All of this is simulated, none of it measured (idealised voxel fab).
process module | voxel self aligned vias
cross-section cut | 280 nm wide | cells 5 nm
A cross-section is a grid of square cells, given in bands from the top down. A band is one or more rows of cells.
Each band's line starts with the height of the band's top and of its bottom, in nm. Then come its materials from left to right, each with its width in nm. One material with "throughout" fills the band from edge to edge. "air" is empty space.
Height 0 is the level under which the wafer as received is all one material. The lowest band goes on downwards, as in "0 down".
A width such as "30 to 40" changes by the same amount from each row of cells to the next, from the band's top row to its bottom row.
"no change" after a step means that no cell of the cross-section changed.
closed voids: empty space of 8 cells or more with no open way to the top, each as width x height at its distance from the left edge, in nm
after a step's settings: what the simulator itself notes on the step
overlay nm, on a step with a mask: how far to the right of its planned place the mask lay; to the left if negative
plan
1 op RECEIVE | material Si
2 op CONFORMAL_DEP | material SiO2 | thk nm 10
3 op CONFORMAL_DEP | material SiCN | thk nm 5
4 op DIRECTIONAL_DEP | material lowk | thk nm 20
5 op DIRECTIONAL_DEP | material aC | thk nm 10
6 op PATTERN | tone open | mask id LINES | material resist | width nm 25 | pitch nm 70 | thk nm 25 | overlay nm 0
7 op DIRECTIONAL_ETCH | etch materials aC | depth nm 10
8 op STRIP | etch materials resist
9 op DIRECTIONAL_ETCH | etch materials lowk | depth nm 20
10 op STRIP | etch materials aC
11 op CONFORMAL_DEP | material TiN | thk nm 5
12 op FILL_DEP | material Ru | thk nm 10
13 op CMP | height nm 35
14 op SELECTIVE_ETCH | etch materials W Ru TiN | depth nm 10
15 op FILL_DEP | material SiN | thk nm 10
16 op CMP | height nm 35
17 op DIRECTIONAL_DEP | material lowk | thk nm 15
18 op DIRECTIONAL_DEP | material aC | thk nm 15
19 op PATTERN | tone open | mask id VIAS | material resist | width nm 45 | pitch nm 70 | thk nm 30 | overlay nm 0
20 op DIRECTIONAL_ETCH | etch materials aC | depth nm 15
21 op STRIP | etch materials resist
22 op DIRECTIONAL_ETCH | etch materials lowk | depth nm 15
23 op DIRECTIONAL_ETCH | etch materials SiN | depth nm 10
24 op STRIP | etch materials aC
25 op CONFORMAL_DEP | material TiN | thk nm 5
26 op FILL_DEP | material W | thk nm 10
27 op CMP | height nm 50
28 op CONFORMAL_DEP | material SiCN | thk nm 5
first wafer, as planned
as received, after step 1
  0 down: Si throughout
  closed voids: none
after step 2
  10 to 0: SiO2 throughout
  below 0: unchanged
after step 3
  15 to 10: SiCN throughout
  below 10: unchanged
after step 4
  35 to 15: lowk throughout
  below 15: unchanged
after step 5
  45 to 35: aC throughout
  below 35: unchanged
after step 6
  70 to 45: resist 55 | air 25 | resist 45 | air 25 | resist 45 | air 25 | resist 60
  below 45: unchanged
after step 7
  60 to 45: resist 55 | air 25 | resist 45 | air 25 | resist 45 | air 25 | resist 60
  45 to 35: aC 55 | air 25 | aC 45 | air 25 | aC 45 | air 25 | aC 60
  below 35: unchanged
after step 8
  45 to 35: aC 55 | air 25 | aC 45 | air 25 | aC 45 | air 25 | aC 60
  below 35: unchanged
after step 9
  45 to 35: aC 55 | air 25 | aC 45 | air 25 | aC 45 | air 25 | aC 60
  35 to 15: lowk 55 | air 25 | lowk 45 | air 25 | lowk 45 | air 25 | lowk 60
  below 15: unchanged
after step 10
  35 to 15: lowk 55 | air 25 | lowk 45 | air 25 | lowk 45 | air 25 | lowk 60
  below 15: unchanged
after step 11
  40 to 35: TiN 60 | air 15 | TiN 55 | air 15 | TiN 55 | air 15 | TiN 65
  35 to 20: lowk 55 | TiN 5 | air 15 | TiN 5 | lowk 45 | TiN 5 | air 15 | TiN 5 | lowk 45 | TiN 5 | air 15 | TiN 5 | lowk 60
  20 to 15: lowk 55 | TiN 25 | lowk 45 | TiN 25 | lowk 45 | TiN 25 | lowk 60
  below 15: unchanged
after step 12
  50 to 40: Ru throughout
  40 to 35: TiN 60 | Ru 15 | TiN 55 | Ru 15 | TiN 55 | Ru 15 | TiN 65
  35 to 20: lowk 55 | TiN 5 | Ru 15 | TiN 5 | lowk 45 | TiN 5 | Ru 15 | TiN 5 | lowk 45 | TiN 5 | Ru 15 | TiN 5 | lowk 60
  below 20: unchanged
after step 13
  35 to 20: lowk 55 | TiN 5 | Ru 15 | TiN 5 | lowk 45 | TiN 5 | Ru 15 | TiN 5 | lowk 45 | TiN 5 | Ru 15 | TiN 5 | lowk 60
  below 20: unchanged
after step 14
  35 to 25: lowk 55 | air 25 | lowk 45 | air 25 | lowk 45 | air 25 | lowk 60
  below 25: unchanged
after step 15
  45 to 35: SiN throughout
  35 to 25: lowk 55 | SiN 25 | lowk 45 | SiN 25 | lowk 45 | SiN 25 | lowk 60
  below 25: unchanged
after step 16
  35 to 25: lowk 55 | SiN 25 | lowk 45 | SiN 25 | lowk 45 | SiN 25 | lowk 60
  below 25: unchanged
after step 17
  50 to 35: lowk throughout
  below 35: unchanged
after step 18
  65 to 50: aC throughout
  below 50: unchanged
after step 19
  95 to 65: resist 45 | air 45 | resist 25 | air 45 | resist 25 | air 45 | resist 50
  below 65: unchanged
after step 20
  80 to 65: resist 45 | air 45 | resist 25 | air 45 | resist 25 | air 45 | resist 50
  65 to 50: aC 45 | air 45 | aC 25 | air 45 | aC 25 | air 45 | aC 50
  below 50: unchanged
after step 21
  65 to 50: aC 45 | air 45 | aC 25 | air 45 | aC 25 | air 45 | aC 50
  below 50: unchanged
after step 22
  65 to 50: aC 45 | air 45 | aC 25 | air 45 | aC 25 | air 45 | aC 50
  50 to 35: lowk 45 | air 45 | lowk 25 | air 45 | lowk 25 | air 45 | lowk 50
  below 35: unchanged
after step 23
  65 to 50: aC 45 | air 45 | aC 25 | air 45 | aC 25 | air 45 | aC 50
  50 to 35: lowk 45 | air 45 | lowk 25 | air 45 | lowk 25 | air 45 | lowk 50
  35 to 25: lowk 55 | air 25 | lowk 45 | air 25 | lowk 45 | air 25 | lowk 60
  below 25: unchanged
after step 24
  50 to 35: lowk 45 | air 45 | lowk 25 | air 45 | lowk 25 | air 45 | lowk 50
  below 35: unchanged
after step 25
  55 to 50: TiN 50 | air 35 | TiN 35 | air 35 | TiN 35 | air 35 | TiN 55
  50 to 40: lowk 45 | TiN 5 | air 35 | TiN 5 | lowk 25 | TiN 5 | air 35 | TiN 5 | lowk 25 | TiN 5 | air 35 | TiN 5 | lowk 50
  40 to 30: lowk 45 to 55 | TiN 15 to 5 | air 15 | TiN 15 to 5 | lowk 25 to 45 | TiN 15 to 5 | air 15 | TiN 15 to 5 | lowk 25 to 45 | TiN 15 to 5 | air 15 | TiN 15 to 5 | lowk 50 to 60
  30 to 25: lowk 55 | TiN 25 | lowk 45 | TiN 25 | lowk 45 | TiN 25 | lowk 60
  below 25: unchanged
after step 26
  65 to 55: W throughout
  55 to 50: TiN 50 | W 35 | TiN 35 | W 35 | TiN 35 | W 35 | TiN 55
  50 to 40: lowk 45 | TiN 5 | W 35 | TiN 5 | lowk 25 | TiN 5 | W 35 | TiN 5 | lowk 25 | TiN 5 | W 35 | TiN 5 | lowk 50
  40 to 30: lowk 45 to 55 | TiN 15 to 5 | W 15 | TiN 15 to 5 | lowk 25 to 45 | TiN 15 to 5 | W 15 | TiN 15 to 5 | lowk 25 to 45 | TiN 15 to 5 | W 15 | TiN 15 to 5 | lowk 50 to 60
  below 30: unchanged
after step 27
  50 to 40: lowk 45 | TiN 5 | W 35 | TiN 5 | lowk 25 | TiN 5 | W 35 | TiN 5 | lowk 25 | TiN 5 | W 35 | TiN 5 | lowk 50
  below 40: unchanged
after step 28
  55 to 50: SiCN throughout
  below 50: unchanged
second wafer: like start, like plan, one mistake. Through step 18 it matches the first wafer
when step 19 should have ended
  95 to 65: resist 40 | air 55 | resist 15 | air 55 | resist 15 | air 55 | resist 45
  below 65: unchanged
when step 20 should have ended
  80 to 65: resist 40 | air 55 | resist 15 | air 55 | resist 15 | air 55 | resist 45
  65 to 50: aC 40 | air 55 | aC 15 | air 55 | aC 15 | air 55 | aC 45
  below 50: unchanged
when step 21 should have ended
  65 to 50: aC 40 | air 55 | aC 15 | air 55 | aC 15 | air 55 | aC 45
  below 50: unchanged
when step 22 should have ended
  65 to 50: aC 40 | air 55 | aC 15 | air 55 | aC 15 | air 55 | aC 45
  50 to 35: lowk 40 | air 55 | lowk 15 | air 55 | lowk 15 | air 55 | lowk 45
  below 35: unchanged
when step 23 should have ended
  65 to 50: aC 40 | air 55 | aC 15 | air 55 | aC 15 | air 55 | aC 45
  50 to 35: lowk 40 | air 55 | lowk 15 | air 55 | lowk 15 | air 55 | lowk 45
  35 to 25: lowk 55 | air 25 | lowk 45 | air 25 | lowk 45 | air 25 | lowk 60
  below 25: unchanged
when step 24 should have ended
  50 to 35: lowk 40 | air 55 | lowk 15 | air 55 | lowk 15 | air 55 | lowk 45
  below 35: unchanged
when step 25 should have ended
  55 to 50: TiN 45 | air 45 | TiN 25 | air 45 | TiN 25 | air 45 | TiN 50
  50 to 40: lowk 40 | TiN 5 | air 45 | TiN 5 | lowk 15 | TiN 5 | air 45 | TiN 5 | lowk 15 | TiN 5 | air 45 | TiN 5 | lowk 45
  40 to 30: lowk 40 to 55 | TiN 20 to 5 | air 15 | TiN 20 to 5 | lowk 15 to 45 | TiN 20 to 5 | air 15 | TiN 20 to 5 | lowk 15 to 45 | TiN 20 to 5 | air 15 | TiN 20 to 5 | lowk 45 to 60
  30 to 25: lowk 55 | TiN 25 | lowk 45 | TiN 25 | lowk 45 | TiN 25 | lowk 60
  below 25: unchanged
when step 26 should have ended
  65 to 55: W throughout
  55 to 50: TiN 45 | W 45 | TiN 25 | W 45 | TiN 25 | W 45 | TiN 50
  50 to 40: lowk 40 | TiN 5 | W 45 | TiN 5 | lowk 15 | TiN 5 | W 45 | TiN 5 | lowk 15 | TiN 5 | W 45 | TiN 5 | lowk 45
  40 to 30: lowk 40 to 55 | TiN 20 to 5 | W 15 | TiN 20 to 5 | lowk 15 to 45 | TiN 20 to 5 | W 15 | TiN 20 to 5 | lowk 15 to 45 | TiN 20 to 5 | W 15 | TiN 20 to 5 | lowk 45 to 60
  below 30: unchanged
when step 27 should have ended
  50 to 40: lowk 40 | TiN 5 | W 45 | TiN 5 | lowk 15 | TiN 5 | W 45 | TiN 5 | lowk 15 | TiN 5 | W 45 | TiN 5 | lowk 45
  below 40: unchanged
when step 28 should have ended
  55 to 50: SiCN throughout
  below 50: unchanged
what went wrong: step 19 ran as: op PATTERN | tone open | mask id VIAS | material resist | width nm 55 | pitch nm 70 | thk nm 30 | overlay nm 0
at the end the second wafer has, in cells: 6 more of TiN | 12 more of W | 18 fewer of lowk
